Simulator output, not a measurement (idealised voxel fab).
The process module presented herein is designated voxel air gaps.
Each square cell in cross-section cut measures 5 nm, and the section as a whole is 175 nm wide.
Cross-sections here: square-cell grids, written as top-down lists of bands, a band being one or more rows of cells.
Band entry format. Leading values: height of top, height of bottom, nm. Remainder: materials in left-to-right order, each with its width in nm. Special words: "everywhere" on a single material, which then fills the band edge to edge; "empty", empty space.
Measure heights from 0. That's the level where, below it, the as-received wafer is all one material. The lowest band is bottomless and extends downward; write it as in "z 0 and below".
The expression "30..40" gives the width at the extremes of the band, the first number at its top row of cells and the second at its bottom row, with the width changing by equal amounts from each row to the next in between.
"nothing different" means the step left every cell of the cross-section as it was.
Heads up: "Closed void listing" only lists the empty pockets with no open path to the top that are 8 cells or more, and it writes them as width x height at distance, distance from the left edge, in nm.
That trailing text on a step's line, after the settings, is the simulator's own remark on the step.
overlay nm: step with mask; distance mask lay right of planned place; negative value = left of planned place.

[The following list gives the planned process steps]
1,RECEIVE [material Si]
2,CONFORMAL_DEP [material SiO2] [thk nm 15]
3,CONFORMAL_DEP [material SiCN] [thk nm 5]
4,DIRECTIONAL_DEP [material lowk] [thk nm 35]
5,DIRECTIONAL_DEP [material aC] [thk nm 15]
6,PATTERN [tone open] [mask id LINES] [material resist] [width nm 20] [pitch nm 50] [thk nm 35] [overlay nm 0]
7,DIRECTIONAL_ETCH [etch materials aC] [depth nm 15]
8,STRIP [etch materials resist]
9,DIRECTIONAL_ETCH [etch materials lowk] [depth nm 35]
10,STRIP [etch materials aC]
11,CONFORMAL_DEP [material TiN] [thk nm 5]
12,FILL_DEP [material W] [thk nm 10]
13,CMP [height nm 55]
14,EPI [material Ru] [thk nm 10]
15,SELECTIVE_ETCH [etch materials lowk] [depth nm 45]
16,CONFORMAL_DEP [material SiCN] [thk nm 5]

[as received, after step 1]
	z 0 and below  Si everywhere
	Closed void listing: none

[End-of-module cross-section of the first of two wafers, processed as planned]
	z 70 to 65  empty=10, SiCN=150, empty=15
	z 65 to 55  empty=10, SiCN=5, Ru=40, SiCN=10, Ru=40, SiCN=10, Ru=40, SiCN=5, empty=15
	z 55 to 50  empty=10, SiCN=15, TiN=5, W=10, TiN=5, SiCN=30, TiN=5, W=10, TiN=5, SiCN=30, TiN=5, W=10, TiN=5, SiCN=15, empty=15
	z 50 to 25  empty=20, SiCN=5, TiN=5, W=10, TiN=5, SiCN=5, empty=20, SiCN=5, TiN=5, W=10, TiN=5, SiCN=5, empty=20, SiCN=5, TiN=5, W=10, TiN=5, SiCN=5, empty=25
	z 25 to 20  SiCN=25, TiN=20, SiCN=30, TiN=20, SiCN=30, TiN=20, SiCN=30
	z 20 to 15  SiCN everywhere
	z 15 to 0  SiO2 everywhere
	z 0 and below  Si everywhere
	Closed void listing: 20 x 25 at 50; 20 x 25 at 100

[This cross-section belongs to the second wafer of two at the end of the module; the start and the plan were shared with the first, and the run included one mistake]
	z 70 to 65  empty=15, SiCN=45, empty=5, SiCN=45, empty=5, SiCN=45, empty=15
	z 65 to 55  empty=15, SiCN=5, Ru=35, SiCN=5, empty=5, SiCN=5, Ru=35, SiCN=5, empty=5, SiCN=5, Ru=35, SiCN=5, empty=15
	z 55 to 50  empty=15, SiCN=15, TiN=5, W=5, TiN=5, SiCN=15, empty=5, SiCN=15, TiN=5, W=5, TiN=5, SiCN=15, empty=5, SiCN=15, TiN=5, W=5, TiN=5, SiCN=15, empty=15
	z 50 to 25  empty=25, SiCN=5, TiN=5, W=5, TiN=5, SiCN=5, empty=25, SiCN=5, TiN=5, W=5, TiN=5, SiCN=5, empty=25, SiCN=5, TiN=5, W=5, TiN=5, SiCN=5, empty=25
	z 25 to 20  SiCN=30, TiN=15, SiCN=35, TiN=15, SiCN=35, TiN=15, SiCN=30
	z 20 to 15  SiCN everywhere
	z 15 to 0  SiO2 everywhere
	z 0 and below  Si everywhere
	Closed void listing: none
Run error: step 6: run off-plan, actual operation and settings PATTERN [tone open] [mask id LINES] [material resist] [width nm 15] [pitch nm 50] [thk nm 35] [overlay nm 0]
End check, counted in cells, second wafer has more or fewer of these materials than the first: Ru -6, TiN -3, W -18
First wafer closed voids (final) = 2; second wafer closed voids (final) = 0.
